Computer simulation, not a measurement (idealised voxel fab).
process module | voxel ribs on slabs
cross-section cut | 150 nm wide | cells 5 nm
A cross-section is a grid of square cells, given in bands from the top down. A band is one or more rows of cells.
Each band's line starts with the height of the band's top and of its bottom, in nm. Then come its materials from left to right, each with its width in nm. One material with "throughout" fills the band from edge to edge. "air" is empty space.
Height 0 is the level under which the wafer as received is all one material. The lowest band goes on downwards, as in "0 down".
A width such as "30 to 40" changes by the same amount from each row of cells to the next, from the band's top row to its bottom row.
"no change" after a step means that no cell of the cross-section changed.
closed voids: empty space of 8 cells or more with no open way to the top, each as width x height at its distance from the left edge, in nm
after a step's settings: what the simulator itself notes on the step
overlay nm, on a step with a mask: how far to the right of its planned place the mask lay; to the left if negative
plan
1 op RECEIVE | material Si
2 op DIRECTIONAL_DEP | material SiO2 | thk nm 20
3 op DIRECTIONAL_DEP | material SiN | thk nm 25
4 op MASKED_ETCH | tone cover | mask id RIB | width nm 25 | etch materials SiN | depth nm 15 | overlay nm 0
5 op MASKED_ETCH | tone cover | mask id SLAB | width nm 75 | etch materials SiN | depth nm 10 | overlay nm 0
6 op FILL_DEP | material SiO2 | thk nm 15
7 op CMP | height nm 55
8 op DIRECTIONAL_DEP | material W | thk nm 10
9 op DIRECTIONAL_DEP | material aC | thk nm 15
10 op PATTERN | tone cover | mask id HEATER | material resist | width nm 35 | thk nm 30 | overlay nm 0
11 op DIRECTIONAL_ETCH | etch materials aC | depth nm 15
12 op STRIP | etch materials resist
13 op DIRECTIONAL_ETCH | etch materials W | depth nm 10
14 op STRIP | etch materials aC
15 op CONFORMAL_DEP | material SiO2 | thk nm 5
as received, after step 1
  0 down: Si throughout
  closed voids: none
a wafer at the end: this start, this plan, one mistake
  70 to 65: SiO2 60 | air 25 | SiO2 65
  65 to 60: W 55 | SiO2 5 | air 25 | SiO2 5 | W 60
  60 to 55: W 55 | SiO2 35 | W 60
  55 to 45: SiO2 throughout
  45 to 30: SiO2 60 | SiN 25 | SiO2 65
  30 to 20: SiO2 35 | SiN 75 | SiO2 40
  20 to 0: SiO2 throughout
  0 down: Si throughout
  closed voids: none
what went wrong: step 10 ran as: op PATTERN | tone open | mask id HEATER | material resist | width nm 35 | thk nm 30 | overlay nm 0
